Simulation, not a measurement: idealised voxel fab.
Process module, titled voxel double patterning
We display cut, a cross-section 200 nm in width whose square cells are each 5 nm.
Cross-section = grid of square cells, listed top down in bands; band = one or more rows. The band entry comprises the height of the band's top followed by the height of its bottom, expressed in nm, and subsequently the band's materials from left to right, each stated together with its width in nm. Where a single material is marked with the word "edge to edge", that material fills the band from edge to edge. The word "empty" represents empty space. Height 0 is the level under which the wafer as received is all one material. The lowest band goes on downwards, as in "from 0 down". The two numbers in a width such as "30->40" mark its ends across the band: the first belongs to the top row of cells, the second to the bottom row, and from each row to the next the width moves by the same amount. "nothing different" means the step left every cell of the cross-section as it was. Listed in "Voids, fully enclosed": every empty space of 8 or more cells without an open way to the top. Form: width x height at distance, the distance being from the left edge, all in nm. Formally, on a step line, whatever follows the settings is a remark that the simulator itself makes on the step. Steps that use a mask can have "overlay nm" on their line. It says how far the mask sat to the right of where it was meant to be. Negative means to the left.
**So here's the lineup of process steps we planned**
| 1 | RECEIVE with material Si |
| 2 | CONFORMAL_DEP with material SiN, thk nm 5 |
| 3 | DIRECTIONAL_DEP with material SiO2, thk nm 20 |
| 4 | DIRECTIONAL_DEP with material SiCN, thk nm 10 |
| 5 | DIRECTIONAL_DEP with material aC, thk nm 10 |
| 6 | PATTERN with tone open, mask id FIRST, material resist, width nm 15, pitch nm 50, thk nm 30, overlay nm 0 |
| 7 | DIRECTIONAL_ETCH with etch materials aC, depth nm 10 |
| 8 | STRIP with etch materials resist |
| 9 | DIRECTIONAL_ETCH with etch materials SiCN, depth nm 10 |
| 10 | STRIP with etch materials aC |
| 11 | MASKED_ETCH with tone open, mask id SECOND, width nm 15, etch materials SiCN, depth nm 10, overlay nm -15 |
| 12 | DIRECTIONAL_ETCH with etch materials SiO2, depth nm 20 |
| 13 | STRIP with etch materials SiCN |
Keep in mind the plan's value for the overlay nm of step 11 comes from the first wafer; the wafers don't share that setting, but they do share the same starting point.
**After step 1, as received: first of several wafers, cross-section**
* from 0 down: Si edge to edge
* Voids, fully enclosed: none
**The first of several wafers, seen in cross-section after the module's last step, step 13**
* from 25 to 5: SiO2=65, then empty=25, then SiO2=25, then empty=15, then SiO2=70
* from 5 to 0: SiN edge to edge
* from 0 down: Si edge to edge
* Voids, fully enclosed: none
**Cross-sectional view, end of module, last wafer of several**
* from 25 to 5: SiO2=65, then empty=15, then SiO2=25, then empty=25, then SiO2=70
* from 5 to 0: SiN edge to edge
* from 0 down: Si edge to edge
* Voids, fully enclosed: none
**The following table contains a row per wafer, in which are reported, at the conclusion of the module, the cells of each material gained (+) or lost (-) since the wafer's receipt, with its closed voids given thereafter**
overlay nm -15; +40 SiN; +128 SiO2; Voids, fully enclosed: none
overlay nm -10; +40 SiN; +124 SiO2; Voids, fully enclosed: none
overlay nm -5; +40 SiN; +124 SiO2; Voids, fully enclosed: none
overlay nm 0; +40 SiN; +124 SiO2; Voids, fully enclosed: none
overlay nm 5; +40 SiN; +124 SiO2; Voids, fully enclosed: none
overlay nm 10; +40 SiN; +124 SiO2; Voids, fully enclosed: none
overlay nm 15; +40 SiN; +128 SiO2; Voids, fully enclosed: none
